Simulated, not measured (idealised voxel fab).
Title: Process Module voxel fin reveal
Square cells of 5 nm make up the cross-section cut, whose width is 185 nm.
Cross-section format: a grid of square cells, given as bands from top to bottom; each band is one or more rows of cells. It is stipulated that each band's entry specify, in nanometres, the height of the top of the band and then that of its bottom, followed by the materials of the band in left-to-right sequence, each together with its width in nanometres. A single material marked by the word "full width" is understood to fill the band from edge to edge; the word "air" is understood to denote empty space. Heights from 0 (as-received wafer is one material below). Bottom band endless downward, as "0..down". With a width like "30->40", each row of cells in the band differs from the next by the same amount, the top row carrying the first number and the bottom row the second. The designation "changes: none", where it is given for a processing step, indicates that no cell of the cross-section was altered in the course of that step. "Enclosed cavities" enumerates empty spaces isolated from the top, with no open way to it, that contain at least 8 cells, giving each as width x height at distance from the left edge, all three in nm. If you see something after the settings on a step's line, that's the simulator's own remark about that step. overlay nm: mask right of planned place by this much (step with mask). Neg. = left.

PLANNED STEP LIST FOR THE PROCESS
1: RECEIVE: material Si
2: CONFORMAL_DEP: material SiN, thk nm 5
3: PATTERN: tone cover, mask id FINS, material resist, width nm 15, pitch nm 40, thk nm 15, overlay nm 0
4: DIRECTIONAL_ETCH: etch materials SiN, depth nm 5
5: DIRECTIONAL_ETCH: etch materials Si, depth nm 40
6: STRIP: etch materials resist
7: OXIDIZE: depth nm 5
8: FILL_DEP: material SiO2, thk nm 5
9: CMP: height nm 5
10: SELECTIVE_ETCH: etch materials SiO2, depth nm 35
11: STRIP: etch materials SiN

AS-RECEIVED STATE OF THE WAFER IN CROSS-SECTION, EQUIVALENT TO POST-STEP 1
    0..down  Si full width
    Enclosed cavities: none

WAFER CROSS-SECTION AT END OF MODULE: START AND PLAN AS SHOWN ABOVE, ONE EXECUTION ERROR
    0..-30  air 45 nm, Si 15 nm, air 25 nm, Si 15 nm, air 25 nm, Si 15 nm, air 45 nm
    -30..-45  SiO2 45 nm, Si 15 nm, SiO2 25 nm, Si 15 nm, SiO2 25 nm, Si 15 nm, SiO2 45 nm
    -45..down  Si full width
    Enclosed cavities: none
Where did the run depart from the plan? not per plan at step 3, really ran PATTERN: tone cover, mask id FINS, material resist, width nm 25, pitch nm 40, thk nm 15, overlay nm 0
